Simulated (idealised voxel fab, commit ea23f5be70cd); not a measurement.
The document below concerns the process module designated voxel air gaps.
Square cells of 5 nm make up the cross-section cut, whose width is 240 nm.
For the purposes of this document, a cross-section shall be understood as a grid of square cells, specified as bands listed in top-to-bottom order, each band consisting of one or more rows of cells. Per band: top height and bottom height in nm, followed by the left-to-right materials and their widths in nm; "everywhere" marks a single material spanning edge to edge, "air" marks empty space. The reference from which all heights are counted is 0, the level beneath which the as-received wafer is entirely one material; the lowest band, having no lower bound, proceeds downward and is written after the example "0..down". Per-row width for "30..40": begins at first number (top row of band), ends at second number (bottom row), increment between rows held constant. Key: "remains unaltered" - step with no changed cell in the cross-section. Closed empty spaces (no open way to the top) of 8 cells or more are what "Fully sealed cavities" lists, each as width x height at distance from the left edge, nm for all three. What comes after the settings on a step's line is commentary from the simulator itself on that step. A step's line can hold "overlay nm"; with a mask on that step, the setting says how far right of the planned place the mask lay, while a negative setting says it lay to the left.
### Planned process steps
1. RECEIVE, material Si
2. CONFORMAL_DEP, material SiO2, thk nm 15
3. CONFORMAL_DEP, material SiN, thk nm 5
4. DIRECTIONAL_DEP, material SiO2, thk nm 35
5. DIRECTIONAL_DEP, material aC, thk nm 15
6. PATTERN, tone open, mask id LINES, material resist, width nm 20, pitch nm 45, thk nm 35, overlay nm 0
7. DIRECTIONAL_ETCH, etch materials aC, depth nm 15
8. STRIP, etch materials resist
9. DIRECTIONAL_ETCH, etch materials SiO2, depth nm 35
10. STRIP, etch materials aC
11. CONFORMAL_DEP, material TiN, thk nm 5
12. FILL_DEP, material Cu, thk nm 5
13. CMP, height nm 55
14. EPI, material Ru, thk nm 10
15. SELECTIVE_ETCH, etch materials SiO2, depth nm 45
16. CONFORMAL_DEP, material SiCN, thk nm 5
### First out of two wafers; run went to plan
### as received, after step 1
0..down  Si everywhere
Fully sealed cavities: none
### Wafer after step 2 (cross-section)
15..0  SiO2 everywhere
Below 0, the layers are the same as they were.
### Wafer after step 3 (cross-section)
20..15  SiN everywhere
Below 15, the layers are the same as they were.
### Wafer after step 4 (cross-section)
55..20  SiO2 everywhere
Below 20, the layers are the same as they were.
### Wafer after step 5 (cross-section)
70..55  aC everywhere
Below 55, the layers are the same as they were.
### Wafer after step 6 (cross-section)
105..70  resist 40 | air 20 | resist 25 | air 20 | resist 25 | air 20 | resist 25 | air 20 | resist 45
Below 70, the layers are the same as they were.
### Wafer after step 7 (cross-section)
90..70  resist 40 | air 20 | resist 25 | air 20 | resist 25 | air 20 | resist 25 | air 20 | resist 45
70..55  aC 40 | air 20 | aC 25 | air 20 | aC 25 | air 20 | aC 25 | air 20 | aC 45
Below 55, the layers are the same as they were.
### Wafer after step 8 (cross-section)
70..55  aC 40 | air 20 | aC 25 | air 20 | aC 25 | air 20 | aC 25 | air 20 | aC 45
Below 55, the layers are the same as they were.
### Wafer after step 9 (cross-section)
70..55  aC 40 | air 20 | aC 25 | air 20 | aC 25 | air 20 | aC 25 | air 20 | aC 45
55..20  SiO2 40 | air 20 | SiO2 25 | air 20 | SiO2 25 | air 20 | SiO2 25 | air 20 | SiO2 45
Below 20, the layers are the same as they were.
### Wafer after step 10 (cross-section)
55..20  SiO2 40 | air 20 | SiO2 25 | air 20 | SiO2 25 | air 20 | SiO2 25 | air 20 | SiO2 45
Below 20, the layers are the same as they were.
### Wafer after step 11 (cross-section)
60..55  TiN 45 | air 10 | TiN 35 | air 10 | TiN 35 | air 10 | TiN 35 | air 10 | TiN 50
55..25  SiO2 40 | TiN 5 | air 10 | TiN 5 | SiO2 25 | TiN 5 | air 10 | TiN 5 | SiO2 25 | TiN 5 | air 10 | TiN 5 | SiO2 25 | TiN 5 | air 10 | TiN 5 | SiO2 45
25..20  SiO2 40 | TiN 20 | SiO2 25 | TiN 20 | SiO2 25 | TiN 20 | SiO2 25 | TiN 20 | SiO2 45
Below 20, the layers are the same as they were.
### Wafer after step 12 (cross-section)
65..60  Cu everywhere
60..55  TiN 45 | Cu 10 | TiN 35 | Cu 10 | TiN 35 | Cu 10 | TiN 35 | Cu 10 | TiN 50
55..25  SiO2 40 | TiN 5 | Cu 10 | TiN 5 | SiO2 25 | TiN 5 | Cu 10 | TiN 5 | SiO2 25 | TiN 5 | Cu 10 | TiN 5 | SiO2 25 | TiN 5 | Cu 10 | TiN 5 | SiO2 45
Below 25, the layers are the same as they were.
### Wafer after step 13 (cross-section)
55..25  SiO2 40 | TiN 5 | Cu 10 | TiN 5 | SiO2 25 | TiN 5 | Cu 10 | TiN 5 | SiO2 25 | TiN 5 | Cu 10 | TiN 5 | SiO2 25 | TiN 5 | Cu 10 | TiN 5 | SiO2 45
Below 25, the layers are the same as they were.
### Wafer after step 14 (cross-section)
65..55  air 30 | Ru 40 | air 5 | Ru 40 | air 5 | Ru 40 | air 5 | Ru 40 | air 35
Below 55, the layers are the same as they were.
### Wafer after step 15 (cross-section)
65..55  air 30 | Ru 40 | air 5 | Ru 40 | air 5 | Ru 40 | air 5 | Ru 40 | air 35
55..25  air 40 | TiN 5 | Cu 10 | TiN 5 | air 25 | TiN 5 | Cu 10 | TiN 5 | air 25 | TiN 5 | Cu 10 | TiN 5 | air 25 | TiN 5 | Cu 10 | TiN 5 | air 45
25..20  air 40 | TiN 20 | air 25 | TiN 20 | air 25 | TiN 20 | air 25 | TiN 20 | air 45
Below 20, the layers are the same as they were.
### Wafer after step 16 (cross-section)
70..65  air 25 | SiCN 185 | air 30
65..55  air 25 | SiCN 5 | Ru 40 | SiCN 5 | Ru 40 | SiCN 5 | Ru 40 | SiCN 5 | Ru 40 | SiCN 5 | air 30
55..50  air 25 | SiCN 15 | TiN 5 | Cu 10 | TiN 5 | SiCN 25 | TiN 5 | Cu 10 | TiN 5 | SiCN 25 | TiN 5 | Cu 10 | TiN 5 | SiCN 25 | TiN 5 | Cu 10 | TiN 5 | SiCN 15 | air 30
50..25  air 35 | SiCN 5 | TiN 5 | Cu 10 | TiN 5 | SiCN 5 | air 15 | SiCN 5 | TiN 5 | Cu 10 | TiN 5 | SiCN 5 | air 15 | SiCN 5 | TiN 5 | Cu 10 | TiN 5 | SiCN 5 | air 15 | SiCN 5 | TiN 5 | Cu 10 | TiN 5 | SiCN 5 | air 40
25..20  SiCN 40 | TiN 20 | SiCN 25 | TiN 20 | SiCN 25 | TiN 20 | SiCN 25 | TiN 20 | SiCN 45
Below 20, the layers are the same as they were.
Fully sealed cavities: 15 x 25 at 65; 15 x 25 at 110; 15 x 25 at 155
### Second wafer, same starting conditions and recipe as the first, one mistake in executing it, nothing differs from the first up to and including step 15
Second wafer shown in cross-section at the time step 16 was slated to end: remains unaltered
What was the processing mistake? it should be noted that step 16 of the plan was omitted and was not performed
Per the end-of-run cell counts, the second wafer holds more or fewer of some materials than the first: -140 SiCN
The closed voids present at the end amount to 3 for the first wafer and 0 for the second wafer.
